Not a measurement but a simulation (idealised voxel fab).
The document below concerns the process module designated voxel ribs on slabs.
We display cut, a cross-section 195 nm in width whose square cells are each 5 nm.
Bands, listed from the top down, are how a cross-section gets written in this document; the cross-section itself is a grid of square cells, and a band is one or more rows of them. In this notation a band is specified by the heights of its top and bottom, in that order and in nm, after which its materials appear from left to right, each paired with its width in nm. The word "full width" attached to a single material means that material fills the band from edge to edge; the word "air" stands for empty space. Convention: height 0 is the level below which the wafer, as received, is all one material. The lowest band does not terminate at the bottom but continues downward, represented as "0 and below". Graded width ("30..40"): value in top row of band = first number; value in bottom row = second number; row-to-row change constant. Take "no modification" at face value: in the step it is given for, the cross-section changed in none of its cells. For the entry "Closed void listing", the listed items are empty spaces with no open way to the top whose size is 8 cells or more; each item follows the pattern width x height at distance, where distance is from the left edge and all three are in nm. Past the settings on a step's line: simulator remark, on that step. On any step carrying a mask, the "overlay nm" setting, if present on the step's line, tells how far right of its planned place the mask lay; negative values point to the left.
Planned step list for the process:
1: RECEIVE,material Si
2: DIRECTIONAL_DEP,material SiO2,thk nm 25
3: DIRECTIONAL_DEP,material polySi,thk nm 15
4: DIRECTIONAL_DEP,material aC,thk nm 15
5: PATTERN,tone cover,mask id RIB,material resist,width nm 15,thk nm 35,overlay nm 0
6: DIRECTIONAL_ETCH,etch materials aC,depth nm 15
7: STRIP,etch materials resist
8: DIRECTIONAL_ETCH,etch materials polySi,depth nm 10
9: STRIP,etch materials aC
10: MASKED_ETCH,tone cover,mask id SLAB,width nm 45,etch materials polySi,depth nm 5,overlay nm 0
11: FILL_DEP,material SiO2,thk nm 20
12: CMP,height nm 50
13: DIRECTIONAL_DEP,material W,thk nm 5
14: PATTERN,tone cover,mask id HEATER,material resist,width nm 25,thk nm 15,overlay nm 0
15: DIRECTIONAL_ETCH,etch materials W,depth nm 5
16: STRIP,etch materials resist
17: CONFORMAL_DEP,material SiN,thk nm 5
What follows covers the first of two wafers; it ran as planned:
So this is the incoming wafer in cross-section - it's already been through step 1:
- 0 and below = Si full width
- Closed void listing: none
Take a look at the wafer's cross-section after step 2:
- 25 down to 0 = SiO2 full width
- Anything lower than 0 is untouched.
Take a look at the wafer's cross-section after step 3:
- 40 down to 25 = polySi full width
- Anything lower than 25 is untouched.
Take a look at the wafer's cross-section after step 4:
- 55 down to 40 = aC full width
- Anything lower than 40 is untouched.
Take a look at the wafer's cross-section after step 5:
- 90 down to 55 = 90 air, 15 resist, 90 air
- Anything lower than 55 is untouched.
Take a look at the wafer's cross-section after step 6:
- 75 down to 55 = 90 air, 15 resist, 90 air
- 55 down to 40 = 90 air, 15 aC, 90 air
- Anything lower than 40 is untouched.
Take a look at the wafer's cross-section after step 7:
- 55 down to 40 = 90 air, 15 aC, 90 air
- Anything lower than 40 is untouched.
Take a look at the wafer's cross-section after step 8:
- 55 down to 40 = 90 air, 15 aC, 90 air
- 40 down to 30 = 90 air, 15 polySi, 90 air
- Anything lower than 30 is untouched.
Take a look at the wafer's cross-section after step 9:
- 40 down to 30 = 90 air, 15 polySi, 90 air
- Anything lower than 30 is untouched.
Take a look at the wafer's cross-section after step 10:
- 40 down to 30 = 90 air, 15 polySi, 90 air
- 30 down to 25 = 75 air, 45 polySi, 75 air
- Anything lower than 25 is untouched.
Take a look at the wafer's cross-section after step 11:
- 60 down to 40 = SiO2 full width
- 40 down to 30 = 90 SiO2, 15 polySi, 90 SiO2
- 30 down to 25 = 75 SiO2, 45 polySi, 75 SiO2
- Anything lower than 25 is untouched.
Take a look at the wafer's cross-section after step 12:
- 50 down to 40 = SiO2 full width
- Anything lower than 40 is untouched.
Take a look at the wafer's cross-section after step 13:
- 55 down to 50 = W full width
- Anything lower than 50 is untouched.
Take a look at the wafer's cross-section after step 14:
- 70 down to 55 = 85 air, 25 resist, 85 air
- Anything lower than 55 is untouched.
Take a look at the wafer's cross-section after step 15:
- 70 down to 55 = 85 air, 25 resist, 85 air
- 55 down to 50 = 85 air, 25 W, 85 air
- Anything lower than 50 is untouched.
Take a look at the wafer's cross-section after step 16:
- 55 down to 50 = 85 air, 25 W, 85 air
- Anything lower than 50 is untouched.
Take a look at the wafer's cross-section after step 17:
- 60 down to 55 = 80 air, 35 SiN, 80 air
- 55 down to 50 = 85 SiN, 25 W, 85 SiN
- Anything lower than 50 is untouched.
Second wafer, same starting conditions and recipe as the first, one mistake in executing it, nothing differs from the first up to and including step 1:
Cross-sectional view of the second wafer at the intended end time of process step 2:
- 15 down to 0 = polySi full width
- Anything lower than 0 is untouched.
Cross-sectional view of the second wafer at the intended end time of process step 3:
- 40 down to 15 = SiO2 full width
- Anything lower than 15 is untouched.
Cross-sectional view of the second wafer at the intended end time of process step 4:
- 55 down to 40 = aC full width
- Anything lower than 40 is untouched.
Cross-sectional view of the second wafer at the intended end time of process step 5:
- 90 down to 55 = 90 air, 15 resist, 90 air
- Anything lower than 55 is untouched.
Cross-sectional view of the second wafer at the intended end time of process step 6:
- 75 down to 55 = 90 air, 15 resist, 90 air
- 55 down to 40 = 90 air, 15 aC, 90 air
- Anything lower than 40 is untouched.
Cross-sectional view of the second wafer at the intended end time of process step 7:
- 55 down to 40 = 90 air, 15 aC, 90 air
- Anything lower than 40 is untouched.
Cross-sectional view of the second wafer at the intended end time of process step 8: no modification
Cross-sectional view of the second wafer at the intended end time of process step 9:
- 40 down to 15 = SiO2 full width
- Anything lower than 15 is untouched.
Cross-sectional view of the second wafer at the intended end time of process step 10: no modification
Cross-sectional view of the second wafer at the intended end time of process step 11:
- 60 down to 15 = SiO2 full width
- Anything lower than 15 is untouched.
Cross-sectional view of the second wafer at the intended end time of process step 12:
- 50 down to 15 = SiO2 full width
- Anything lower than 15 is untouched.
Cross-sectional view of the second wafer at the intended end time of process step 13:
- 55 down to 50 = W full width
- Anything lower than 50 is untouched.
Cross-sectional view of the second wafer at the intended end time of process step 14:
- 70 down to 55 = 85 air, 25 resist, 85 air
- Anything lower than 55 is untouched.
Cross-sectional view of the second wafer at the intended end time of process step 15:
- 70 down to 55 = 85 air, 25 resist, 85 air
- 55 down to 50 = 85 air, 25 W, 85 air
- Anything lower than 50 is untouched.
Cross-sectional view of the second wafer at the intended end time of process step 16:
- 55 down to 50 = 85 air, 25 W, 85 air
- Anything lower than 50 is untouched.
Cross-sectional view of the second wafer at the intended end time of process step 17:
- 60 down to 55 = 80 air, 35 SiN, 80 air
- 55 down to 50 = 85 SiN, 25 W, 85 SiN
- Anything lower than 50 is untouched.
The plan and the run diverged here: order of steps 2 and 3 inverted relative to the plan
Bottom line after processing is that, in cells, the second wafer is up or down on some materials versus the first: SiO2: 102 fewer | polySi: 102 more
